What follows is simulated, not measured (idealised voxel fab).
Process module heading - voxel spacer lines
Section shown: cut. Width: 255 nm. Cell size: 5 nm, square.
If you're reading a cross-section in this doc, picture square cells in a grid; it comes to you as bands, top ones listed first down to the bottom, and a band can be one or more rows of cells. Top, bottom (nm), then materials left to right with widths (nm); lone material tagged "full width" fills the whole band edge to edge; "air" = empty space. Heads up on the height convention: 0 is the point under which the incoming wafer is all one material, and the lowest band has no bottom, it just keeps going down, like "0 down". Graded width ("30->40"): value in top row of band = first number; value in bottom row = second number; row-to-row change constant. "remained the same" for a step: no cell of the cross-section changed in that step. Closed empty spaces (no open way to the top) of 8 cells or more are what "Voids, sealed" lists, each as width x height at distance from the left edge, nm for all three. If you see something after the settings on a step's line, that's the simulator's own remark about that step. "overlay nm" answers the question of how far to the right of plan the mask lay on a step that has a mask, and when it is negative the answer is to the left.

### Process steps - plan
step 1: RECEIVE | material Si
step 2: CONFORMAL_DEP | material Al2O3 | thk nm 10
step 3: DIRECTIONAL_DEP | material polySi | thk nm 15
step 4: DIRECTIONAL_DEP | material aC | thk nm 20
step 5: PATTERN | tone cover | mask id MANDREL | material resist | width nm 25 | pitch nm 70 | thk nm 25 | overlay nm 0
step 6: DIRECTIONAL_ETCH | etch materials aC | depth nm 20
step 7: STRIP | etch materials resist
step 8: CONFORMAL_DEP | material SiO2 | thk nm 10
step 9: DIRECTIONAL_ETCH | etch materials SiO2 | depth nm 10
step 10: STRIP | etch materials aC
step 11: DIRECTIONAL_ETCH | etch materials polySi | depth nm 15
step 12: STRIP | etch materials SiO2
step 13: FILL_DEP | material lowk | thk nm 10
step 14: CMP | height nm 25

### Incoming wafer in cross-section (state: after step 1)
0 down: Si full width
Voids, sealed: none

### Here's the cross-section of the first of our two wafers at the end of the module - it ran as planned
25 to 10: lowk 70 nm | polySi 10 nm | lowk 25 nm | polySi 10 nm | lowk 25 nm | polySi 10 nm | lowk 25 nm | polySi 10 nm | lowk 70 nm
10 to 0: Al2O3 full width
0 down: Si full width
Voids, sealed: none

### Cross-sectional image of the second wafer of the two following completion of the module. Starting state and process plan were the same as for the first wafer; one execution error occurred
25 to 10: lowk 70 nm | polySi 10 nm | lowk 30 nm | polySi 10 nm | lowk 20 nm | polySi 10 nm | lowk 30 nm | polySi 10 nm | lowk 65 nm
10 to 0: Al2O3 full width
0 down: Si full width
Voids, sealed: none
What broke from the plan during processing? step 5 ran differently from the plan; actual operation with settings: PATTERN | tone cover | mask id MANDREL | material resist | width nm 30 | pitch nm 70 | thk nm 25 | overlay nm 0
Cell counts per material: same on both final wafers. Positions: different.
